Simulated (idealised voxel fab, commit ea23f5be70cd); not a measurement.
Documented hereafter: the process module known as voxel wiring stack.
Section shown: cut. Width: 240 nm. Cell size: 5 nm, square.
A cross-section is written here as square cells arranged in a grid, and it is given in bands from the top down, each band taking up one or more rows of cells. It is stipulated that each band's entry specify, in nanometres, the height of the top of the band and then that of its bottom, followed by the materials of the band in left-to-right sequence, each together with its width in nanometres. A single material marked by the word "edge to edge" is understood to fill the band from edge to edge; the word "blank" is understood to denote empty space. All heights in this document are referenced to 0, defined as the level beneath which the wafer, as received, consists entirely of one material. The lowest band is not bounded below; it extends indefinitely downward and is written in the form "0 and below". A width such as "30->40" changes by the same amount from each row of cells to the next, from the band's top row to its bottom row. Step marked "remained the same"? Then no cell in the cross-section changed in it. Empty spaces without an open route to the top, at least 8 cells in extent, make up the entry "Closed void entries"; each is given as width x height at distance, where the distance is measured from the left edge, and all are in nm. Anything after a step's settings on that line? It's the simulator's own note about the step. "overlay nm" on a masked step: distance the mask lay right of its planned place, negative for left.

Set out below are the planned steps of the process:
1 RECEIVE,material Si
2 CONFORMAL_DEP,material SiO2,thk nm 10
3 DIRECTIONAL_DEP,material TiN,thk nm 5
4 DIRECTIONAL_DEP,material Ru,thk nm 25
5 MASKED_ETCH,tone cover,mask id METAL_1,width nm 20,pitch nm 50,etch materials Ru,depth nm 25,overlay nm 0
6 MASKED_ETCH,tone cover,mask id METAL_1,width nm 20,pitch nm 50,etch materials TiN,depth nm 5,overlay nm 0
7 CONFORMAL_DEP,material SiCN,thk nm 5
8 FILL_DEP,material lowk,thk nm 10
9 CMP,height nm 40
10 CONFORMAL_DEP,material SiCN,thk nm 5
11 DIRECTIONAL_DEP,material lowk,thk nm 15
12 DIRECTIONAL_DEP,material aC,thk nm 15
13 PATTERN,tone open,mask id PLUG_1,material resist,width nm 15,pitch nm 50,thk nm 30,overlay nm 0
14 DIRECTIONAL_ETCH,etch materials aC,depth nm 15
15 STRIP,etch materials resist
16 DIRECTIONAL_ETCH,etch materials lowk,depth nm 15
17 DIRECTIONAL_ETCH,etch materials SiCN,depth nm 5
18 STRIP,etch materials aC
19 EPI,material Ru,thk nm 10
20 EPI,material Ru,thk nm 10
21 CONFORMAL_DEP,material SiN,thk nm 5
22 DIRECTIONAL_DEP,material SiO2,thk nm 25
23 PATTERN,tone open,mask id METAL_2,material resist,width nm 20,pitch nm 50,thk nm 15,overlay nm 0
24 DIRECTIONAL_ETCH,etch materials SiO2,depth nm 25
25 DIRECTIONAL_ETCH,etch materials SiN,depth nm 5
26 STRIP,etch materials resist
27 CONFORMAL_DEP,material TiN,thk nm 5
28 FILL_DEP,material Ru,thk nm 10
29 CMP,height nm 90
30 CONFORMAL_DEP,material SiCN,thk nm 5
31 DIRECTIONAL_DEP,material lowk,thk nm 30
32 MASKED_ETCH,tone open,mask id METAL_3,width nm 20,pitch nm 50,etch materials lowk,depth nm 15,overlay nm 0
33 PATTERN,tone open,mask id METAL_3_HOLES,material resist,width nm 15,pitch nm 100,thk nm 20,overlay nm 0
34 DIRECTIONAL_ETCH,etch materials lowk,depth nm 15
35 DIRECTIONAL_ETCH,etch materials SiCN,depth nm 5
36 STRIP,etch materials resist
37 CONFORMAL_DEP,material TiN,thk nm 5
38 FILL_DEP,material Ru,thk nm 10
39 CMP,height nm 125
40 CONFORMAL_DEP,material SiCN,thk nm 5
41 DIRECTIONAL_DEP,material SiO2,thk nm 30
42 DIRECTIONAL_DEP,material aC,thk nm 10
43 PATTERN,tone open,mask id METAL_4,material resist,width nm 20,pitch nm 50,thk nm 30,overlay nm 0
44 DIRECTIONAL_ETCH,etch materials aC,depth nm 10
45 STRIP,etch materials resist
46 DIRECTIONAL_ETCH,etch materials SiO2,depth nm 15
47 STRIP,etch materials aC
48 MASKED_ETCH,tone open,mask id METAL_4_HOLES,width nm 15,pitch nm 100,etch materials SiO2,depth nm 15,overlay nm 0
49 MASKED_ETCH,tone open,mask id METAL_4_HOLES,width nm 15,pitch nm 100,etch materials SiCN,depth nm 5,overlay nm 0
50 CONFORMAL_DEP,material TiN,thk nm 5
51 FILL_DEP,material Cu,thk nm 5
52 CMP,height nm 160
53 CONFORMAL_DEP,material SiCN,thk nm 5

As-received wafer cross-section (after step 1):
    0 and below: Si edge to edge
    Closed void entries: none

Cross-section: first of two wafers, module finished, run according to plan:
    165 down to 160: SiCN edge to edge
    160 down to 150: SiO2 (60) | TiN (5) | Cu (10) | TiN (5) | SiO2 (30) | TiN (5) | Cu (10) | TiN (5) | SiO2 (30) | TiN (5) | Cu (10) | TiN (5) | SiO2 (60)
    150 down to 145: SiO2 (60) | TiN (5) | Cu (5) | TiN (10) | SiO2 (30) | TiN (20) | SiO2 (30) | TiN (5) | Cu (5) | TiN (10) | SiO2 (60)
    145 down to 130: SiO2 (60) | TiN (5) | Cu (5) | TiN (5) | SiO2 (85) | TiN (5) | Cu (5) | TiN (5) | SiO2 (65)
    130 down to 125: SiCN (60) | TiN (15) | SiCN (85) | TiN (15) | SiCN (65)
    125 down to 115: lowk (60) | TiN (5) | Ru (10) | TiN (5) | lowk (30) | TiN (5) | Ru (10) | TiN (5) | lowk (30) | TiN (5) | Ru (10) | TiN (5) | lowk (60)
    115 down to 110: lowk (60) | TiN (5) | Ru (5) | TiN (10) | lowk (30) | TiN (20) | lowk (30) | TiN (5) | Ru (5) | TiN (10) | lowk (60)
    110 down to 95: lowk (60) | TiN (5) | Ru (5) | TiN (5) | lowk (85) | TiN (5) | Ru (5) | TiN (5) | lowk (65)
    95 down to 90: SiCN (60) | TiN (15) | SiCN (85) | TiN (15) | SiCN (65)
    90 down to 65: SiO2 (60) | TiN (5) | Ru (10) | TiN (5) | SiO2 (30) | TiN (5) | Ru (10) | TiN (5) | SiO2 (30) | TiN (5) | Ru (10) | TiN (5) | SiO2 (60)
    65 down to 60: SiN (60) | TiN (20) | SiN (30) | TiN (20) | SiN (30) | TiN (20) | SiN (60)
    60 down to 45: lowk (60) | Ru (15) | lowk (35) | Ru (15) | lowk (35) | Ru (15) | lowk (65)
    45 down to 40: SiCN (60) | Ru (15) | SiCN (35) | Ru (15) | SiCN (35) | Ru (15) | SiCN (65)
    40 down to 15: lowk (55) | SiCN (5) | Ru (20) | SiCN (5) | lowk (20) | SiCN (5) | Ru (20) | SiCN (5) | lowk (20) | SiCN (5) | Ru (20) | SiCN (5) | lowk (55)
    15 down to 10: SiCN (60) | TiN (20) | SiCN (30) | TiN (20) | SiCN (30) | TiN (20) | SiCN (60)
    10 down to 0: SiO2 edge to edge
    0 and below: Si edge to edge
    Closed void entries: none

Cross-section, wafer two of two, end of module: same start and plan as wafer one, one error in execution:
    165 down to 160: SiCN edge to edge
    160 down to 150: SiO2 (60) | TiN (5) | Cu (10) | TiN (5) | SiO2 (30) | TiN (5) | Cu (10) | TiN (5) | SiO2 (30) | TiN (5) | Cu (10) | TiN (5) | SiO2 (60)
    150 down to 145: SiO2 (60) | TiN (5) | Cu (5) | TiN (10) | SiO2 (30) | TiN (20) | SiO2 (30) | TiN (5) | Cu (5) | TiN (10) | SiO2 (60)
    145 down to 130: SiO2 (60) | TiN (5) | Cu (5) | TiN (5) | SiO2 (85) | TiN (5) | Cu (5) | TiN (5) | SiO2 (65)
    130 down to 125: SiCN (60) | TiN (15) | SiCN (85) | TiN (15) | SiCN (65)
    125 down to 110: lowk (60) | TiN (5) | Ru (5) | TiN (5) | lowk (85) | TiN (5) | Ru (5) | TiN (5) | lowk (65)
    110 down to 105: SiCN (60) | TiN (15) | SiCN (85) | TiN (15) | SiCN (65)
    105 down to 95: Ru edge to edge
    95 down to 90: TiN (65) | Ru (10) | TiN (40) | Ru (10) | TiN (40) | Ru (10) | TiN (65)
    90 down to 65: SiO2 (60) | TiN (5) | Ru (10) | TiN (5) | SiO2 (30) | TiN (5) | Ru (10) | TiN (5) | SiO2 (30) | TiN (5) | Ru (10) | TiN (5) | SiO2 (60)
    65 down to 60: SiN (60) | TiN (20) | SiN (30) | TiN (20) | SiN (30) | TiN (20) | SiN (60)
    60 down to 45: lowk (60) | Ru (15) | lowk (35) | Ru (15) | lowk (35) | Ru (15) | lowk (65)
    45 down to 40: SiCN (60) | Ru (15) | SiCN (35) | Ru (15) | SiCN (35) | Ru (15) | SiCN (65)
    40 down to 15: lowk (55) | SiCN (5) | Ru (20) | SiCN (5) | lowk (20) | SiCN (5) | Ru (20) | SiCN (5) | lowk (20) | SiCN (5) | Ru (20) | SiCN (5) | lowk (55)
    15 down to 10: SiCN (60) | TiN (20) | SiCN (30) | TiN (20) | SiCN (30) | TiN (20) | SiCN (60)
    10 down to 0: SiO2 edge to edge
    0 and below: Si edge to edge
    Closed void entries: none
Here's what went sideways: step 29 in the plan did not get run; it was skipped
At the finish, the second wafer shows more or fewer cells for some materials than the first does: Ru: 88 more, TiN: 20 more, lowk: 108 fewer
